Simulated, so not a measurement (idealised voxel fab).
Process module in this document: voxel gate over fins
Cross-section cut spans 270 nm and uses square cells 5 nm in size.
In what follows, cross-sections appear as grids of square cells, described through bands that run from the top down, where every band is one or more rows of cells. Per band: top height and bottom height in nm, followed by the left-to-right materials and their widths in nm; "full width" marks a single material spanning edge to edge, "blank" marks empty space. Heights are measured from 0, the level below which the as-received wafer is all one material; the lowest band has no bottom and continues downward, written as in "0 -> down". Per-row width for "30->40": begins at first number (top row of band), ends at second number (bottom row), increment between rows held constant. Where a step carries "no modification", the cross-section came out of it unchanged, cell for cell. Each empty space that has no open way to the top and spans at least 8 cells appears under "Non-vented voids" as width x height at distance, the distance counted from the left edge, all in nm. Note: text after step settings on the step line = simulator remark on that step. The optional step-line setting "overlay nm" applies to steps with a mask and quantifies how far to the right of its planned location the mask lay, a negative value indicating leftward placement.
LIST OF PLANNED PROCESS STEPS
step 1: RECEIVE: material Si
step 2: CONFORMAL_DEP: material SiN, thk nm 10
step 3: DIRECTIONAL_DEP: material aC, thk nm 15
step 4: PATTERN: tone cover, mask id FINS, material resist, width nm 15, pitch nm 45, thk nm 30, overlay nm 0
step 5: DIRECTIONAL_ETCH: etch materials aC, depth nm 15
step 6: STRIP: etch materials resist
step 7: DIRECTIONAL_ETCH: etch materials SiN, depth nm 10
step 8: DIRECTIONAL_ETCH: etch materials Si, depth nm 30
step 9: STRIP: etch materials aC
step 10: FILL_DEP: material SiO2, thk nm 10
step 11: CMP: height nm 10
step 12: SELECTIVE_ETCH: etch materials SiO2, depth nm 25
step 13: STRIP: etch materials SiN
step 14: CONFORMAL_DEP: material HfO2, thk nm 5
step 15: CONFORMAL_DEP: material TiN, thk nm 5
step 16: FILL_DEP: material W, thk nm 10
step 17: CMP: height nm 15
step 18: CONFORMAL_DEP: material SiCN, thk nm 10
AS-RECEIVED WAFER CROSS-SECTION (AFTER STEP 1)
0 -> down = Si full width
Non-vented voids: none
HERE'S THE CROSS-SECTION OF THE FIRST OF OUR TWO WAFERS AT THE END OF THE MODULE - IT RAN AS PLANNED
25 -> 15 = SiCN full width
15 -> 10 = W full width
10 -> 5 = W (50)  TiN (35)  W (10)  TiN (35)  W (10)  TiN (35)  W (10)  TiN (35)  W (50)
5 -> 0 = W (50)  TiN (5)  HfO2 (25)  TiN (5)  W (10)  TiN (5)  HfO2 (25)  TiN (5)  W (10)  TiN (5)  HfO2 (25)  TiN (5)  W (10)  TiN (5)  HfO2 (25)  TiN (5)  W (50)
0 -> -5 = W (50)  TiN (5)  HfO2 (5)  Si (15)  HfO2 (5)  TiN (5)  W (10)  TiN (5)  HfO2 (5)  Si (15)  HfO2 (5)  TiN (5)  W (10)  TiN (5)  HfO2 (5)  Si (15)  HfO2 (5)  TiN (5)  W (10)  TiN (5)  HfO2 (5)  Si (15)  HfO2 (5)  TiN (5)  W (50)
-5 -> -10 = TiN (55)  HfO2 (5)  Si (15)  HfO2 (5)  TiN (20)  HfO2 (5)  Si (15)  HfO2 (5)  TiN (20)  HfO2 (5)  Si (15)  HfO2 (5)  TiN (20)  HfO2 (5)  Si (15)  HfO2 (5)  TiN (55)
-10 -> -15 = HfO2 (60)  Si (15)  HfO2 (30)  Si (15)  HfO2 (30)  Si (15)  HfO2 (30)  Si (15)  HfO2 (60)
-15 -> -30 = SiO2 (60)  Si (15)  SiO2 (30)  Si (15)  SiO2 (30)  Si (15)  SiO2 (30)  Si (15)  SiO2 (60)
-30 -> down = Si full width
Non-vented voids: none
CROSS-SECTION AT END OF MODULE FOR THE SECOND WAFER OF TWO, WHICH MATCHED THE FIRST IN STARTING POINT AND PLAN AND DIFFERED BY ONE MISTAKE IN ITS PROCESSING
15 -> 5 = SiCN full width
5 -> 0 = W (50)  TiN (5)  HfO2 (25)  TiN (5)  W (10)  TiN (5)  HfO2 (25)  TiN (5)  W (10)  TiN (5)  HfO2 (25)  TiN (5)  W (10)  TiN (5)  HfO2 (25)  TiN (5)  W (50)
0 -> -5 = W (50)  TiN (5)  HfO2 (5)  Si (15)  HfO2 (5)  TiN (5)  W (10)  TiN (5)  HfO2 (5)  Si (15)  HfO2 (5)  TiN (5)  W (10)  TiN (5)  HfO2 (5)  Si (15)  HfO2 (5)  TiN (5)  W (10)  TiN (5)  HfO2 (5)  Si (15)  HfO2 (5)  TiN (5)  W (50)
-5 -> -10 = TiN (55)  HfO2 (5)  Si (15)  HfO2 (5)  TiN (20)  HfO2 (5)  Si (15)  HfO2 (5)  TiN (20)  HfO2 (5)  Si (15)  HfO2 (5)  TiN (20)  HfO2 (5)  Si (15)  HfO2 (5)  TiN (55)
-10 -> -15 = HfO2 (60)  Si (15)  HfO2 (30)  Si (15)  HfO2 (30)  Si (15)  HfO2 (30)  Si (15)  HfO2 (60)
-15 -> -30 = SiO2 (60)  Si (15)  SiO2 (30)  Si (15)  SiO2 (30)  Si (15)  SiO2 (30)  Si (15)  SiO2 (60)
-30 -> down = Si full width
Non-vented voids: none
Plan not followed: step 17 ran differently from the plan; actual operation with settings: CMP: height nm 5
Looking at both finished wafers in cells, the second ends up ahead of or behind the first on some materials: TiN: 28 fewer, W: 80 fewer
